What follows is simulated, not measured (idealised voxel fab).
Process module heading - voxel capacitor over wiring
The width of the displayed cross-section, cut, is 230 nm; its cells are square, with a size of 5 nm.
Each cross-section below is a grid of square cells, stated as bands in top-down order, with one or more rows of cells making up each band.
Heads up on the band format: heights come first, top then bottom, in nm. After that it's the materials left to right, each with its width in nm. A single material flagged "edge to edge" fills the whole band edge to edge, and "air" means there's empty space there.
Ref level 0: as-received wafer is one material below here. Bottom band extends down with no lower bound ("0..down").
Width "30..40": first value at the band's top row of cells, second value at its bottom row, equal change from row to row.
"no change" (step): cross-section cells unchanged, all of them.
In "Closed void roster" the enclosed voids are listed, meaning empty spaces of 8 cells or larger without any opening to the top. The form is width x height at distance, distance from the left edge, units nm.
after a step's settings: what the simulator itself notes on the step
overlay nm: step with mask; distance mask lay right of planned place; negative value = left of planned place.
## Process steps (planned)
1 RECEIVE | material Si
2 CONFORMAL_DEP | material SiO2 | thk nm 10
3 DIRECTIONAL_DEP | material TiN | thk nm 5
4 DIRECTIONAL_DEP | material Ru | thk nm 25
5 DIRECTIONAL_DEP | material aC | thk nm 15
6 PATTERN | tone cover | mask id METAL_1 | material resist | width nm 25 | pitch nm 90 | thk nm 30 | overlay nm 0
7 DIRECTIONAL_ETCH | etch materials aC | depth nm 15
8 STRIP | etch materials resist
9 DIRECTIONAL_ETCH | etch materials Ru | depth nm 25
10 DIRECTIONAL_ETCH | etch materials TiN | depth nm 5
11 STRIP | etch materials aC
12 CONFORMAL_DEP | material SiCN | thk nm 5
13 FILL_DEP | material SiO2 | thk nm 10
14 CMP | height nm 40
15 CONFORMAL_DEP | material SiCN | thk nm 5
16 DIRECTIONAL_DEP | material SiO2 | thk nm 20
17 PATTERN | tone open | mask id PLUG_1 | material resist | width nm 15 | thk nm 15 | overlay nm 0
18 DIRECTIONAL_ETCH | etch materials SiO2 | depth nm 20
19 DIRECTIONAL_ETCH | etch materials SiCN | depth nm 5
20 STRIP | etch materials resist
21 CONFORMAL_DEP | material TiN | thk nm 5
22 FILL_DEP | material Ru | thk nm 5
23 CMP | height nm 65
24 DIRECTIONAL_DEP | material TiN | thk nm 5
25 DIRECTIONAL_DEP | material HfO2 | thk nm 5
26 DIRECTIONAL_DEP | material TiN | thk nm 5
27 DIRECTIONAL_DEP | material aC | thk nm 10
28 PATTERN | tone cover | mask id UPPER_PLATE | material resist | width nm 70 | thk nm 25 | overlay nm 0
29 DIRECTIONAL_ETCH | etch materials aC | depth nm 10
30 STRIP | etch materials resist
31 DIRECTIONAL_ETCH | etch materials TiN | depth nm 5
32 DIRECTIONAL_ETCH | etch materials HfO2 | depth nm 5
33 STRIP | etch materials aC
34 DIRECTIONAL_DEP | material aC | thk nm 10
35 PATTERN | tone cover | mask id LOWER_PLATE | material resist | width nm 80 | thk nm 30 | overlay nm 0
36 DIRECTIONAL_ETCH | etch materials aC | depth nm 10
37 STRIP | etch materials resist
38 DIRECTIONAL_ETCH | etch materials TiN | depth nm 5
39 STRIP | etch materials aC
40 FILL_DEP | material SiO2 | thk nm 15
41 CMP | height nm 90
42 PATTERN | tone open | mask id PLUG_2 | material resist | width nm 15 | thk nm 20 | overlay nm 0
43 DIRECTIONAL_ETCH | etch materials SiO2 | depth nm 10
44 STRIP | etch materials resist
45 CONFORMAL_DEP | material TiN | thk nm 5
46 FILL_DEP | material W | thk nm 10
47 CMP | height nm 90
48 CONFORMAL_DEP | material SiN | thk nm 5
## Wafer at receipt (post step 1), cross-section
  0..down  Si edge to edge
  Closed void roster: none
## The first of two wafers, cross-sectioned at the end of the module, with the run proceeding as planned
  95..90  SiN edge to edge
  90..85  75 of SiO2, 5 of TiN, 5 of W, 5 of TiN, 140 of SiO2
  85..75  75..65 of SiO2, 15..70 of TiN, 140..95 of SiO2
  75..70  65 of SiO2, 70 of HfO2, 95 of SiO2
  70..65  60 of SiO2, 80 of TiN, 90 of SiO2
  65..45  65 of SiO2, 5 of TiN, 5 of Ru, 5 of TiN, 150 of SiO2
  45..40  65 of SiCN, 15 of TiN, 150 of SiCN
  40..15  50 of SiO2, 5 of SiCN, 25 of Ru, 5 of SiCN, 55 of SiO2, 5 of SiCN, 25 of Ru, 5 of SiCN, 55 of SiO2
  15..10  55 of SiCN, 25 of TiN, 65 of SiCN, 25 of TiN, 60 of SiCN
  10..0  SiO2 edge to edge
  0..down  Si edge to edge
  Closed void roster: none
## Cross-section of the latter of the two wafers at module completion. It had an identical start and an identical plan to the former; in running it, one mistake was made
  95..90  SiN edge to edge
  90..85  75 of SiO2, 5 of TiN, 5 of W, 5 of TiN, 140 of SiO2
  85..80  75 of SiO2, 15 of TiN, 140 of SiO2
  80..75  SiO2 edge to edge
  75..65  65..60 of SiO2, 70..80 of TiN, 95..90 of SiO2
  65..45  65 of SiO2, 5 of TiN, 5 of Ru, 5 of TiN, 150 of SiO2
  45..40  65 of SiCN, 15 of TiN, 150 of SiCN
  40..15  50 of SiO2, 5 of SiCN, 25 of Ru, 5 of SiCN, 55 of SiO2, 5 of SiCN, 25 of Ru, 5 of SiCN, 55 of SiO2
  15..10  55 of SiCN, 25 of TiN, 65 of SiCN, 25 of TiN, 60 of SiCN
  10..0  SiO2 edge to edge
  0..down  Si edge to edge
  Closed void roster: none
What went wrong in running the wafer? plan step 25 skipped
Cell-count delta at end, second wafer over first, by material: HfO2: 14 fewer | SiO2: 14 more
